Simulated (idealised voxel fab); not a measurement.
Documented hereafter: the process module known as voxel capacitor over wiring.
Pictured: cross-section cut, 240 nm wide, on a grid of 5 nm square cells.
The cross-sections in this document take the form of a grid made of square cells. They are written out as bands, in order from top to bottom. Each band consists of one or more rows of cells. Per band: top height and bottom height in nm, followed by the left-to-right materials and their widths in nm; "throughout" marks a single material spanning edge to edge, "empty" marks empty space. We count height from 0. Below that, the starting wafer is all one material. The lowest band never ends at the bottom but goes on down; see "top 0, no bottom" for how that is written. Read "30->40" as a graded width: first number on top, second number at the bottom, same change between each pair of neighbouring rows. It should be understood that the words "nothing got changed", when stated for a given step, signify that the cross-section underwent no change in any of its cells during that step. In the "Catalogued sealed voids" entry, you get each enclosed empty space of 8 cells or more, one with no open way to the top, written width x height at distance, distance from the left edge, in nm. Step line, after settings: the simulator's comment on this step. overlay nm: mask offset rightward from planned place, masked step; negative means leftward offset.
Planned process steps:
1,RECEIVE, material Si
2,CONFORMAL_DEP, material SiO2, thk nm 10
3,DIRECTIONAL_DEP, material TiN, thk nm 5
4,DIRECTIONAL_DEP, material Ru, thk nm 15
5,DIRECTIONAL_DEP, material aC, thk nm 15
6,PATTERN, tone cover, mask id METAL_1, material resist, width nm 30, pitch nm 85, thk nm 35, overlay nm 0
7,DIRECTIONAL_ETCH, etch materials aC, depth nm 15
8,STRIP, etch materials resist
9,DIRECTIONAL_ETCH, etch materials Ru, depth nm 15
10,DIRECTIONAL_ETCH, etch materials TiN, depth nm 5
11,STRIP, etch materials aC
12,CONFORMAL_DEP, material SiCN, thk nm 5
13,FILL_DEP, material lowk, thk nm 5
14,CMP, height nm 30
15,CONFORMAL_DEP, material SiCN, thk nm 5
16,DIRECTIONAL_DEP, material SiO2, thk nm 20
17,MASKED_ETCH, tone open, mask id PLUG_1, width nm 15, etch materials SiO2, depth nm 20, overlay nm -15
18,MASKED_ETCH, tone open, mask id PLUG_1, width nm 15, etch materials SiCN, depth nm 5, overlay nm 0
19,EPI, material Ru, thk nm 10
20,EPI, material Ru, thk nm 10
21,EPI, material Ru, thk nm 5
22,DIRECTIONAL_DEP, material TiN, thk nm 10
23,DIRECTIONAL_DEP, material Al2O3, thk nm 5
24,DIRECTIONAL_DEP, material TiN, thk nm 10
25,DIRECTIONAL_DEP, material aC, thk nm 15
26,PATTERN, tone cover, mask id UPPER_PLATE, material resist, width nm 60, thk nm 30, overlay nm 0
27,DIRECTIONAL_ETCH, etch materials aC, depth nm 15
28,STRIP, etch materials resist
29,DIRECTIONAL_ETCH, etch materials TiN, depth nm 10
30,DIRECTIONAL_ETCH, etch materials Al2O3, depth nm 5
31,STRIP, etch materials aC
32,PATTERN, tone cover, mask id LOWER_PLATE, material resist, width nm 70, thk nm 15, overlay nm 0
33,DIRECTIONAL_ETCH, etch materials TiN, depth nm 10
34,STRIP, etch materials resist
35,FILL_DEP, material SiO2, thk nm 15
36,CMP, height nm 90
37,PATTERN, tone open, mask id PLUG_2, material resist, width nm 15, thk nm 20, overlay nm 0
38,DIRECTIONAL_ETCH, etch materials SiO2, depth nm 10
39,STRIP, etch materials resist
40,CONFORMAL_DEP, material TiN, thk nm 5
41,FILL_DEP, material W, thk nm 10
42,CMP, height nm 90
43,CONFORMAL_DEP, material SiN, thk nm 5
The plan's step 17 overlay nm is the first wafer's value; the wafers differ in this setting and start identical.
As-received cross-section, first of several wafers, post step 1:
> top 0, no bottom = Si throughout
> Catalogued sealed voids: none
Wafer rows, end of module: cells per material gained (+) or lost (-) since receipt; closed voids last:
overlay nm -15; +12 Al2O3; +36 Ru; +96 SiCN; +48 SiN; +554 SiO2; +69 TiN; +1 W; +96 lowk; Catalogued sealed voids: none
overlay nm -10; +12 Al2O3; +49 Ru; +95 SiCN; +48 SiN; +542 SiO2; +69 TiN; +1 W; +96 lowk; Catalogued sealed voids: none
overlay nm -5; +12 Al2O3; +50 Ru; +94 SiCN; +48 SiN; +542 SiO2; +69 TiN; +1 W; +96 lowk; Catalogued sealed voids: none
overlay nm 0; +12 Al2O3; +51 Ru; +93 SiCN; +48 SiN; +542 SiO2; +69 TiN; +1 W; +96 lowk; Catalogued sealed voids: none
overlay nm 5; +12 Al2O3; +50 Ru; +94 SiCN; +48 SiN; +542 SiO2; +69 TiN; +1 W; +96 lowk; Catalogued sealed voids: none
overlay nm 10; +12 Al2O3; +49 Ru; +95 SiCN; +48 SiN; +542 SiO2; +69 TiN; +1 W; +96 lowk; Catalogued sealed voids: none
overlay nm 15; +12 Al2O3; +36 Ru; +96 SiCN; +48 SiN; +554 SiO2; +69 TiN; +1 W; +96 lowk; Catalogued sealed voids: none
